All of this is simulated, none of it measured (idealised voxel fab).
Proc. module: voxel local oxidation
Section cut is 205 nm wide and gridded with 5 nm square cells.
Heads up, the way a cross-section reads in here is a grid of square cells, handed over as bands from the top down, with every band being one or more rows of cells. Look at the band entry: it leads with the top's height and the bottom's height in nm. Then it lists the materials left to right, with a width in nm for each. The word "edge to edge" on a single material says that material fills the band edge to edge. The word "air" is empty space. Measure heights from 0. That's the level where, below it, the as-received wafer is all one material. The lowest band is bottomless and extends downward; write it as in "z 0 and below". Width spec "30->40" -> top row of cells at first value, bottom row at second value, equal per-row change in between. The designation "remained unchanged", where it is given for a processing step, indicates that no cell of the cross-section was altered in the course of that step. Each empty space that has no open way to the top and spans at least 8 cells appears under "Closed cavities" as width x height at distance, the distance counted from the left edge, all in nm. Where a step's line continues beyond its settings, the continuation is a remark by the simulator itself on that step. "overlay nm" on a masked step: distance the mask lay right of its planned place, negative for left.

plan:
| 1 | RECEIVE | material Si |
| 2 | OXIDIZE | depth nm 5 |
| 3 | CONFORMAL_DEP | material SiN | thk nm 15 |
| 4 | DIRECTIONAL_DEP | material aC | thk nm 10 |
| 5 | PATTERN | tone cover | mask id ACTIVE | material resist | width nm 130 | thk nm 30 | overlay nm 0 |
| 6 | DIRECTIONAL_ETCH | etch materials aC | depth nm 10 |
| 7 | STRIP | etch materials resist |
| 8 | DIRECTIONAL_ETCH | etch materials SiN | depth nm 15 |
| 9 | STRIP | etch materials aC |
| 10 | SELECTIVE_ETCH | etch materials SiO2 | depth nm 5 |
| 11 | OXIDIZE | depth nm 10 |
| 12 | STRIP | etch materials SiN |

Cross-section of the wafer at receipt, which is the condition after step 1:
> z 0 and below  Si edge to edge
> Closed cavities: none

Cross-section: first of two wafers, module finished, run according to plan:
> z 0 to -5  air=40, SiO2=120, air=45
> z -5 to -15  SiO2=50, Si=100, SiO2=55
> z -15 and below  Si edge to edge
> Closed cavities: none

Cross-section of the latter of the two wafers at module completion. It had an identical start and an identical plan to the former; in running it, one mistake was made:
> z 0 to -5  air=40, SiO2=120, air=45
> z -5 to -20  SiO2=55, Si=90, SiO2=60
> z -20 and below  Si edge to edge
> Closed cavities: none
Here's what went sideways: off-plan run, step 11, actual operation and settings OXIDIZE | depth nm 15
The closing comparison, in cells, has the second wafer with more or fewer of some materials than the first: Si -27, SiO2 +27
